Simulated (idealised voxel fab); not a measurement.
Presented below is a process module, voxel fin reveal.
Cross-sectional view cut (width: 215 nm; square cell size: 5 nm).
Cross-section spec: square-cell grid; bands listed top down; each band is one or more rows. Heights first: top, then bottom, in nm. Then materials, left to right, each with a width in nm. "throughout" on a single material: fills the band edge to edge. "blank": empty space. We count height from 0. Below that, the starting wafer is all one material. The lowest band never ends at the bottom but goes on down; see "0..down" for how that is written. Top row gets the first number, bottom row gets the second, and each row in between changes by the same step: that is how a band width like "30 to 40" works. Reading "nothing got changed" for a step: not a cell of the cross-section changed in it. So "Fully sealed voids" is basically the list of trapped voids: any empty space of 8 cells or more that can't reach the top through an opening. They're written width x height at distance, the distance being from the left edge, and it's all nm. Post-settings text on a step line: simulator's own remark regarding the step. A step's line can hold "overlay nm"; with a mask on that step, the setting says how far right of the planned place the mask lay, while a negative setting says it lay to the left.

PLANNED PROCESS STEPS
1 RECEIVE [material Si]
2 CONFORMAL_DEP [material SiN] [thk nm 5]
3 MASKED_ETCH [tone cover] [mask id FINS] [width nm 15] [pitch nm 40] [etch materials SiN] [depth nm 5] [overlay nm 0]
4 MASKED_ETCH [tone cover] [mask id FINS] [width nm 15] [pitch nm 40] [etch materials Si] [depth nm 30] [overlay nm 0]
5 OXIDIZE [depth nm 5]
6 FILL_DEP [material SiO2] [thk nm 10]
7 CMP [height nm 5]
8 SELECTIVE_ETCH [etch materials SiO2] [depth nm 25]
9 STRIP [etch materials SiN]

CROSS-SECTION OF THE INCOMING WAFER, STATE AFTER STEP 1
  0..down | Si throughout
  Fully sealed voids: none

CROSS-SECTION, FIRST OF TWO WAFERS, END OF MODULE, RUN AS PLANNED
  0..-20 | blank (65), Si (5), blank (35), Si (5), blank (35), Si (5), blank (65)
  -20..-35 | SiO2 (65), Si (5), SiO2 (35), Si (5), SiO2 (35), Si (5), SiO2 (65)
  -35..down | Si throughout
  Fully sealed voids: none

HERE'S THE SECOND OF OUR TWO WAFERS SECTIONED AT MODULE END. SAME START AS THE FIRST, SAME PLAN, BUT ONE MISTAKE GOT MADE RUNNING IT
  0..-20 | blank (65), Si (5), blank (35), Si (5), blank (35), Si (5), blank (65)
  -20..-25 | SiO2 (65), Si (5), SiO2 (35), Si (5), SiO2 (35), Si (5), SiO2 (65)
  -25..down | Si throughout
  Fully sealed voids: none
Finding, execution versus plan: step 4 ran as: MASKED_ETCH [tone cover] [mask id FINS] [width nm 15] [pitch nm 40] [etch materials Si] [depth nm 20] [overlay nm 0]
Heads up, by the end the second wafer has more or fewer cells of some materials compared to the first: Si +80, SiO2 -80
